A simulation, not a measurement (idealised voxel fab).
The process module presented herein is designated voxel self aligned vias.
Displayed cross-section: cut, width of 235 nm, square cells sized 5 nm.
The cross-sections in this document take the form of a grid made of square cells. They are written out as bands, in order from top to bottom. Each band consists of one or more rows of cells.
Look at the band entry: it leads with the top's height and the bottom's height in nm. Then it lists the materials left to right, with a width in nm for each. The word "all across" on a single material says that material fills the band edge to edge. The word "blank" is empty space.
Measure heights from 0. That's the level where, below it, the as-received wafer is all one material. The lowest band is bottomless and extends downward; write it as in "0 down".
Top row gets the first number, bottom row gets the second, and each row in between changes by the same step: that is how a band width like "30->40" works.
Reading "nothing was modified" for a step: not a cell of the cross-section changed in it.
Reported under the label "Voids, fully enclosed" are the empty spaces having no open way to the top and comprising 8 cells or more; the notation for each is width x height at distance, in which the distance is measured from the left edge and all three values are in nm.
On each step's line, the part that comes after the settings is the simulator's own comment on the step.
You can add "overlay nm" to a step's line. For a step with a mask, it describes how far the mask lay to the right of its planned position, and a negative number describes a lay to the left.
**The steps planned for the process are as follows**
1,RECEIVE (material Si)
2,CONFORMAL_DEP (material SiO2; thk nm 10)
3,CONFORMAL_DEP (material SiCN; thk nm 5)
4,DIRECTIONAL_DEP (material SiO2; thk nm 20)
5,PATTERN (tone open; mask id LINES; material resist; width nm 20; pitch nm 60; thk nm 20; overlay nm 0)
6,DIRECTIONAL_ETCH (etch materials SiO2; depth nm 20)
7,STRIP (etch materials resist)
8,CONFORMAL_DEP (material TiN; thk nm 5)
9,FILL_DEP (material Ru; thk nm 5)
10,CMP (height nm 35)
11,SELECTIVE_ETCH (etch materials W Ru TiN; depth nm 10)
12,FILL_DEP (material SiN; thk nm 5)
13,CMP (height nm 35)
14,DIRECTIONAL_DEP (material SiO2; thk nm 20)
15,DIRECTIONAL_DEP (material aC; thk nm 15)
16,PATTERN (tone open; mask id VIAS; material resist; width nm 30; thk nm 35; overlay nm 0)
17,DIRECTIONAL_ETCH (etch materials aC; depth nm 15)
18,STRIP (etch materials resist)
19,DIRECTIONAL_ETCH (etch materials SiO2; depth nm 20)
20,DIRECTIONAL_ETCH (etch materials SiN; depth nm 10)
21,STRIP (etch materials aC)
22,CONFORMAL_DEP (material TiN; thk nm 5)
23,FILL_DEP (material Ru; thk nm 5)
24,CMP (height nm 55)
25,CONFORMAL_DEP (material SiN; thk nm 5)
**First wafer, two in total, run as planned**
**as received, after step 1**
  0 down | Si all across
  Voids, fully enclosed: none
**Sectional view: wafer, after step 2**
  10 to 0 | SiO2 all across
  At heights below 0, the structure remains unaltered.
**Sectional view: wafer, after step 3**
  15 to 10 | SiCN all across
  At heights below 10, the structure remains unaltered.
**Sectional view: wafer, after step 4**
  35 to 15 | SiO2 all across
  At heights below 15, the structure remains unaltered.
**Sectional view: wafer, after step 5**
  55 to 35 | resist: 75  blank: 20  resist: 40  blank: 20  resist: 80
  At heights below 35, the structure remains unaltered.
**Sectional view: wafer, after step 6**
  55 to 35 | resist: 75  blank: 20  resist: 40  blank: 20  resist: 80
  35 to 15 | SiO2: 75  blank: 20  SiO2: 40  blank: 20  SiO2: 80
  At heights below 15, the structure remains unaltered.
**Sectional view: wafer, after step 7**
  35 to 15 | SiO2: 75  blank: 20  SiO2: 40  blank: 20  SiO2: 80
  At heights below 15, the structure remains unaltered.
**Sectional view: wafer, after step 8**
  40 to 35 | TiN: 80  blank: 10  TiN: 50  blank: 10  TiN: 85
  35 to 20 | SiO2: 75  TiN: 5  blank: 10  TiN: 5  SiO2: 40  TiN: 5  blank: 10  TiN: 5  SiO2: 80
  20 to 15 | SiO2: 75  TiN: 20  SiO2: 40  TiN: 20  SiO2: 80
  At heights below 15, the structure remains unaltered.
**Sectional view: wafer, after step 9**
  45 to 40 | Ru all across
  40 to 35 | TiN: 80  Ru: 10  TiN: 50  Ru: 10  TiN: 85
  35 to 20 | SiO2: 75  TiN: 5  Ru: 10  TiN: 5  SiO2: 40  TiN: 5  Ru: 10  TiN: 5  SiO2: 80
  At heights below 20, the structure remains unaltered.
**Sectional view: wafer, after step 10**
  35 to 20 | SiO2: 75  TiN: 5  Ru: 10  TiN: 5  SiO2: 40  TiN: 5  Ru: 10  TiN: 5  SiO2: 80
  At heights below 20, the structure remains unaltered.
**Sectional view: wafer, after step 11**
  35 to 25 | SiO2: 75  blank: 20  SiO2: 40  blank: 20  SiO2: 80
  At heights below 25, the structure remains unaltered.
**Sectional view: wafer, after step 12**
  40 to 35 | SiN all across
  35 to 25 | SiO2: 75  SiN: 20  SiO2: 40  SiN: 20  SiO2: 80
  At heights below 25, the structure remains unaltered.
**Sectional view: wafer, after step 13**
  35 to 25 | SiO2: 75  SiN: 20  SiO2: 40  SiN: 20  SiO2: 80
  At heights below 25, the structure remains unaltered.
**Sectional view: wafer, after step 14**
  55 to 35 | SiO2 all across
  At heights below 35, the structure remains unaltered.
**Sectional view: wafer, after step 15**
  70 to 55 | aC all across
  At heights below 55, the structure remains unaltered.
**Sectional view: wafer, after step 16**
  105 to 70 | resist: 70  blank: 30  resist: 135
  At heights below 70, the structure remains unaltered.
**Sectional view: wafer, after step 17**
  90 to 70 | resist: 70  blank: 30  resist: 135
  70 to 55 | aC: 70  blank: 30  aC: 135
  At heights below 55, the structure remains unaltered.
**Sectional view: wafer, after step 18**
  70 to 55 | aC: 70  blank: 30  aC: 135
  At heights below 55, the structure remains unaltered.
**Sectional view: wafer, after step 19**
  70 to 55 | aC: 70  blank: 30  aC: 135
  55 to 35 | SiO2: 70  blank: 30  SiO2: 135
  At heights below 35, the structure remains unaltered.
**Sectional view: wafer, after step 20**
  70 to 55 | aC: 70  blank: 30  aC: 135
  55 to 35 | SiO2: 70  blank: 30  SiO2: 135
  35 to 25 | SiO2: 75  blank: 20  SiO2: 40  SiN: 20  SiO2: 80
  At heights below 25, the structure remains unaltered.
**Sectional view: wafer, after step 21**
  55 to 35 | SiO2: 70  blank: 30  SiO2: 135
  At heights below 35, the structure remains unaltered.
**Sectional view: wafer, after step 22**
  60 to 55 | TiN: 75  blank: 20  TiN: 140
  55 to 40 | SiO2: 70  TiN: 5  blank: 20  TiN: 5  SiO2: 135
  40 to 35 | SiO2: 70  TiN: 10  blank: 10  TiN: 10  SiO2: 135
  35 to 30 | SiO2: 75  TiN: 5  blank: 10  TiN: 5  SiO2: 40  SiN: 20  SiO2: 80
  30 to 25 | SiO2: 75  TiN: 20  SiO2: 40  SiN: 20  SiO2: 80
  At heights below 25, the structure remains unaltered.
**Sectional view: wafer, after step 23**
  65 to 60 | Ru all across
  60 to 55 | TiN: 75  Ru: 20  TiN: 140
  55 to 40 | SiO2: 70  TiN: 5  Ru: 20  TiN: 5  SiO2: 135
  40 to 35 | SiO2: 70  TiN: 10  Ru: 10  TiN: 10  SiO2: 135
  35 to 30 | SiO2: 75  TiN: 5  Ru: 10  TiN: 5  SiO2: 40  SiN: 20  SiO2: 80
  At heights below 30, the structure remains unaltered.
**Sectional view: wafer, after step 24**
  55 to 40 | SiO2: 70  TiN: 5  Ru: 20  TiN: 5  SiO2: 135
  At heights below 40, the structure remains unaltered.
**Sectional view: wafer, after step 25**
  60 to 55 | SiN all across
  At heights below 55, the structure remains unaltered.
**Second Wafer (Identical Start and Plan, One Processing Error; Matches First Wafer Through Step 1)**
**Second wafer: cross-section at the scheduled end of step 2**
  5 to 0 | SiCN all across
  At heights below 0, the structure remains unaltered.
**Second wafer: cross-section at the scheduled end of step 3**
  15 to 5 | SiO2 all across
  At heights below 5, the structure remains unaltered.
**Second wafer: cross-section at the scheduled end of step 4**
  35 to 5 | SiO2 all across
  At heights below 5, the structure remains unaltered.
**Second wafer: cross-section at the scheduled end of step 5**
  55 to 35 | resist: 75  blank: 20  resist: 40  blank: 20  resist: 80
  At heights below 35, the structure remains unaltered.
**Second wafer: cross-section at the scheduled end of step 6**
  55 to 35 | resist: 75  blank: 20  resist: 40  blank: 20  resist: 80
  35 to 15 | SiO2: 75  blank: 20  SiO2: 40  blank: 20  SiO2: 80
  At heights below 15, the structure remains unaltered.
**Second wafer: cross-section at the scheduled end of step 7**
  35 to 15 | SiO2: 75  blank: 20  SiO2: 40  blank: 20  SiO2: 80
  At heights below 15, the structure remains unaltered.
**Second wafer: cross-section at the scheduled end of step 8**
  40 to 35 | TiN: 80  blank: 10  TiN: 50  blank: 10  TiN: 85
  35 to 20 | SiO2: 75  TiN: 5  blank: 10  TiN: 5  SiO2: 40  TiN: 5  blank: 10  TiN: 5  SiO2: 80
  20 to 15 | SiO2: 75  TiN: 20  SiO2: 40  TiN: 20  SiO2: 80
  At heights below 15, the structure remains unaltered.
**Second wafer: cross-section at the scheduled end of step 9**
  45 to 40 | Ru all across
  40 to 35 | TiN: 80  Ru: 10  TiN: 50  Ru: 10  TiN: 85
  35 to 20 | SiO2: 75  TiN: 5  Ru: 10  TiN: 5  SiO2: 40  TiN: 5  Ru: 10  TiN: 5  SiO2: 80
  At heights below 20, the structure remains unaltered.
**Second wafer: cross-section at the scheduled end of step 10**
  35 to 20 | SiO2: 75  TiN: 5  Ru: 10  TiN: 5  SiO2: 40  TiN: 5  Ru: 10  TiN: 5  SiO2: 80
  At heights below 20, the structure remains unaltered.
**Second wafer: cross-section at the scheduled end of step 11**
  35 to 25 | SiO2: 75  blank: 20  SiO2: 40  blank: 20  SiO2: 80
  At heights below 25, the structure remains unaltered.
**Second wafer: cross-section at the scheduled end of step 12**
  40 to 35 | SiN all across
  35 to 25 | SiO2: 75  SiN: 20  SiO2: 40  SiN: 20  SiO2: 80
  At heights below 25, the structure remains unaltered.
**Second wafer: cross-section at the scheduled end of step 13**
  35 to 25 | SiO2: 75  SiN: 20  SiO2: 40  SiN: 20  SiO2: 80
  At heights below 25, the structure remains unaltered.
**Second wafer: cross-section at the scheduled end of step 14**
  55 to 35 | SiO2 all across
  At heights below 35, the structure remains unaltered.
**Second wafer: cross-section at the scheduled end of step 15**
  70 to 55 | aC all across
  At heights below 55, the structure remains unaltered.
**Second wafer: cross-section at the scheduled end of step 16**
  105 to 70 | resist: 70  blank: 30  resist: 135
  At heights below 70, the structure remains unaltered.
**Second wafer: cross-section at the scheduled end of step 17**
  90 to 70 | resist: 70  blank: 30  resist: 135
  70 to 55 | aC: 70  blank: 30  aC: 135
  At heights below 55, the structure remains unaltered.
**Second wafer: cross-section at the scheduled end of step 18**
  70 to 55 | aC: 70  blank: 30  aC: 135
  At heights below 55, the structure remains unaltered.
**Second wafer: cross-section at the scheduled end of step 19**
  70 to 55 | aC: 70  blank: 30  aC: 135
  55 to 35 | SiO2: 70  blank: 30  SiO2: 135
  At heights below 35, the structure remains unaltered.
**Second wafer: cross-section at the scheduled end of step 20**
  70 to 55 | aC: 70  blank: 30  aC: 135
  55 to 35 | SiO2: 70  blank: 30  SiO2: 135
  35 to 25 | SiO2: 75  blank: 20  SiO2: 40  SiN: 20  SiO2: 80
  At heights below 25, the structure remains unaltered.
**Second wafer: cross-section at the scheduled end of step 21**
  55 to 35 | SiO2: 70  blank: 30  SiO2: 135
  At heights below 35, the structure remains unaltered.
**Second wafer: cross-section at the scheduled end of step 22**
  60 to 55 | TiN: 75  blank: 20  TiN: 140
  55 to 40 | SiO2: 70  TiN: 5  blank: 20  TiN: 5  SiO2: 135
  40 to 35 | SiO2: 70  TiN: 10  blank: 10  TiN: 10  SiO2: 135
  35 to 30 | SiO2: 75  TiN: 5  blank: 10  TiN: 5  SiO2: 40  SiN: 20  SiO2: 80
  30 to 25 | SiO2: 75  TiN: 20  SiO2: 40  SiN: 20  SiO2: 80
  At heights below 25, the structure remains unaltered.
**Second wafer: cross-section at the scheduled end of step 23**
  65 to 60 | Ru all across
  60 to 55 | TiN: 75  Ru: 20  TiN: 140
  55 to 40 | SiO2: 70  TiN: 5  Ru: 20  TiN: 5  SiO2: 135
  40 to 35 | SiO2: 70  TiN: 10  Ru: 10  TiN: 10  SiO2: 135
  35 to 30 | SiO2: 75  TiN: 5  Ru: 10  TiN: 5  SiO2: 40  SiN: 20  SiO2: 80
  At heights below 30, the structure remains unaltered.
**Second wafer: cross-section at the scheduled end of step 24**
  55 to 40 | SiO2: 70  TiN: 5  Ru: 20  TiN: 5  SiO2: 135
  At heights below 40, the structure remains unaltered.
**Second wafer: cross-section at the scheduled end of step 25**
  60 to 55 | SiN all across
  At heights below 55, the structure remains unaltered.
Which mistake was made when the wafer was run? deviation from plan: step 3 and step 2 executed in one another's positions
End check, second vs first wafer: material counts in cells match, positions do not.
